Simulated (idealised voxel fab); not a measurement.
Title: Process Module voxel transistor to metal
Cross-section cut: width 155 nm, square cells of 5 nm.
Heads up, the way a cross-section reads in here is a grid of square cells, handed over as bands from the top down, with every band being one or more rows of cells.
Top height, bottom height, nm. Materials left to right, width each, nm. Single material + "full width" = fills band edge to edge. "air" = empty.
It should be noted that heights are counted from 0, beneath which the wafer as supplied is of one material throughout, and that the lowest band possesses no lower boundary but continues downward, as written in "0 down".
The expression "30->40" gives the width at the extremes of the band, the first number at its top row of cells and the second at its bottom row, with the width changing by equal amounts from each row to the next in between.
The designation "no alterations made", where it is given for a processing step, indicates that no cell of the cross-section was altered in the course of that step.
"Completely enclosed voids" contains a list of empty spaces, each no smaller than 8 cells and without an open way to the top, written in the form width x height at distance with the distance from the left edge and all three in nm.
On a step's line, text after the settings is the simulator commenting on that step.
You can add "overlay nm" to a step's line. For a step with a mask, it describes how far the mask lay to the right of its planned position, and a negative number describes a lay to the left.
Intended process steps
1,RECEIVE (material Si)
2,OXIDIZE (depth nm 5)
3,CONFORMAL_DEP (material SiN; thk nm 10)
4,MASKED_ETCH (tone cover; mask id ACTIVE; width nm 120; etch materials SiN; depth nm 10; overlay nm 0)
5,MASKED_ETCH (tone cover; mask id ACTIVE; width nm 120; etch materials SiO2; depth nm 5; overlay nm 0)
6,MASKED_ETCH (tone cover; mask id ACTIVE; width nm 120; etch materials Si; depth nm 20; overlay nm 0)
7,FILL_DEP (material SiO2; thk nm 15)
8,CMP (height nm 10)
9,SELECTIVE_ETCH (etch materials SiO2; depth nm 10)
10,STRIP (etch materials SiN)
11,SELECTIVE_ETCH (etch materials SiO2; depth nm 5)
12,OXIDIZE (depth nm 5)
13,DIRECTIONAL_DEP (material polySi; thk nm 20)
14,DIRECTIONAL_DEP (material SiCN; thk nm 10)
15,MASKED_ETCH (tone cover; mask id GATE; width nm 30; etch materials SiCN; depth nm 20; overlay nm 0)
16,MASKED_ETCH (tone cover; mask id GATE; width nm 30; etch materials polySi; depth nm 30; overlay nm 0)
17,CONFORMAL_DEP (material SiN; thk nm 10)
18,DIRECTIONAL_ETCH (etch materials SiN; depth nm 10)
19,DIRECTIONAL_ETCH (etch materials SiO2; depth nm 5)
20,EPI (material pSi; thk nm 5)
21,FILL_DEP (material SiO2; thk nm 5)
22,CMP (height nm 15)
23,STRIP (etch materials polySi)
24,SELECTIVE_ETCH (etch materials SiO2; depth nm 5)
25,CONFORMAL_DEP (material HfO2; thk nm 5)
26,CONFORMAL_DEP (material TiN; thk nm 5)
27,FILL_DEP (material W; thk nm 10)
28,CMP (height nm 10)
29,DIRECTIONAL_DEP (material SiO2; thk nm 15)
30,PATTERN (tone open; mask id CONTACT; material resist; width nm 20; pitch nm 80; thk nm 15; overlay nm 0)
31,DIRECTIONAL_ETCH (etch materials SiO2; depth nm 30)
32,STRIP (etch materials resist)
33,CONFORMAL_DEP (material TiN; thk nm 5)
34,FILL_DEP (material W; thk nm 5)
35,CMP (height nm 25)
36,DIRECTIONAL_DEP (material TiN; thk nm 5)
37,DIRECTIONAL_DEP (material Ru; thk nm 20)
38,PATTERN (tone cover; mask id METAL_1; material resist; width nm 15; pitch nm 80; thk nm 15; overlay nm 0)
39,DIRECTIONAL_ETCH (etch materials Ru; depth nm 20)
40,DIRECTIONAL_ETCH (etch materials TiN; depth nm 5)
41,STRIP (etch materials resist)
42,FILL_DEP (material lowk; thk nm 5)
43,CMP (height nm 50)
44,CONFORMAL_DEP (material SiCN; thk nm 5)
What sets these wafers apart? The width nm at step 38. They all start alike, and the plan carries the first wafer's value.
The first of several wafers in cross-section, exactly as it reached us after step 1
	0 down = Si full width
	Completely enclosed voids: none
First wafer at the end, after step 44
	55 to 50 = SiCN full width
	50 to 30 = lowk 30 nm, then Ru 15 nm, then lowk 65 nm, then Ru 15 nm, then lowk 30 nm
	30 to 25 = lowk 30 nm, then TiN 15 nm, then lowk 65 nm, then TiN 15 nm, then lowk 30 nm
	25 to 10 = SiO2 25 nm, then TiN 5 nm, then W 10 nm, then TiN 5 nm, then SiO2 60 nm, then TiN 5 nm, then W 10 nm, then TiN 5 nm, then SiO2 30 nm
	10 to 0 = SiO2 25 nm, then TiN 5 nm, then W 10 nm, then TiN 5 nm, then SiO2 5 nm, then SiN 10 nm, then HfO2 5 nm, then TiN 5 nm, then W 10 nm, then TiN 5 nm, then HfO2 5 nm, then SiN 10 nm, then SiO2 5 nm, then TiN 5 nm, then W 10 nm, then TiN 5 nm, then SiO2 30 nm
	0 to -5 = SiO2 25 nm, then TiN 20 nm, then SiO2 5 nm, then SiN 10 nm, then HfO2 5 nm, then TiN 20 nm, then HfO2 5 nm, then SiN 10 nm, then SiO2 5 nm, then TiN 20 nm, then SiO2 30 nm
	-5 to -10 = SiO2 10 nm, then pSi 40 nm, then SiO2 5 nm, then HfO2 40 nm, then SiO2 5 nm, then pSi 40 nm, then SiO2 15 nm
	-10 to -25 = SiO2 15 nm, then Si 120 nm, then SiO2 20 nm
	-25 down = Si full width
	Completely enclosed voids: none
X-section, last wafer, module end
	55 to 50 = SiCN full width
	50 to 30 = lowk 20 nm, then Ru 35 nm, then lowk 45 nm, then Ru 35 nm, then lowk 20 nm
	30 to 25 = lowk 20 nm, then TiN 35 nm, then lowk 45 nm, then TiN 35 nm, then lowk 20 nm
	25 to 10 = SiO2 25 nm, then TiN 5 nm, then W 10 nm, then TiN 5 nm, then SiO2 60 nm, then TiN 5 nm, then W 10 nm, then TiN 5 nm, then SiO2 30 nm
	10 to 0 = SiO2 25 nm, then TiN 5 nm, then W 10 nm, then TiN 5 nm, then SiO2 5 nm, then SiN 10 nm, then HfO2 5 nm, then TiN 5 nm, then W 10 nm, then TiN 5 nm, then HfO2 5 nm, then SiN 10 nm, then SiO2 5 nm, then TiN 5 nm, then W 10 nm, then TiN 5 nm, then SiO2 30 nm
	0 to -5 = SiO2 25 nm, then TiN 20 nm, then SiO2 5 nm, then SiN 10 nm, then HfO2 5 nm, then TiN 20 nm, then HfO2 5 nm, then SiN 10 nm, then SiO2 5 nm, then TiN 20 nm, then SiO2 30 nm
	-5 to -10 = SiO2 10 nm, then pSi 40 nm, then SiO2 5 nm, then HfO2 40 nm, then SiO2 5 nm, then pSi 40 nm, then SiO2 15 nm
	-10 to -25 = SiO2 15 nm, then Si 120 nm, then SiO2 20 nm
	-25 down = Si full width
	Completely enclosed voids: none
Each row below is a wafer at the end of the module, listing for every material the number of cells it has gained (+) or lost (-) since it was received, followed by its closed voids
width nm 15, +14 HfO2, +24 Ru, -83 Si, +31 SiCN, +12 SiN, +136 SiO2, +42 TiN, +24 W, +125 lowk, +16 pSi, Completely enclosed voids: none
width nm 20, +14 HfO2, +32 Ru, -83 Si, +31 SiCN, +12 SiN, +136 SiO2, +44 TiN, +24 W, +115 lowk, +16 pSi, Completely enclosed voids: none
width nm 25, +14 HfO2, +40 Ru, -83 Si, +31 SiCN, +12 SiN, +136 SiO2, +46 TiN, +24 W, +105 lowk, +16 pSi, Completely enclosed voids: none
width nm 30, +14 HfO2, +48 Ru, -83 Si, +31 SiCN, +12 SiN, +136 SiO2, +48 TiN, +24 W, +95 lowk, +16 pSi, Completely enclosed voids: none
width nm 35, +14 HfO2, +56 Ru, -83 Si, +31 SiCN, +12 SiN, +136 SiO2, +50 TiN, +24 W, +85 lowk, +16 pSi, Completely enclosed voids: none
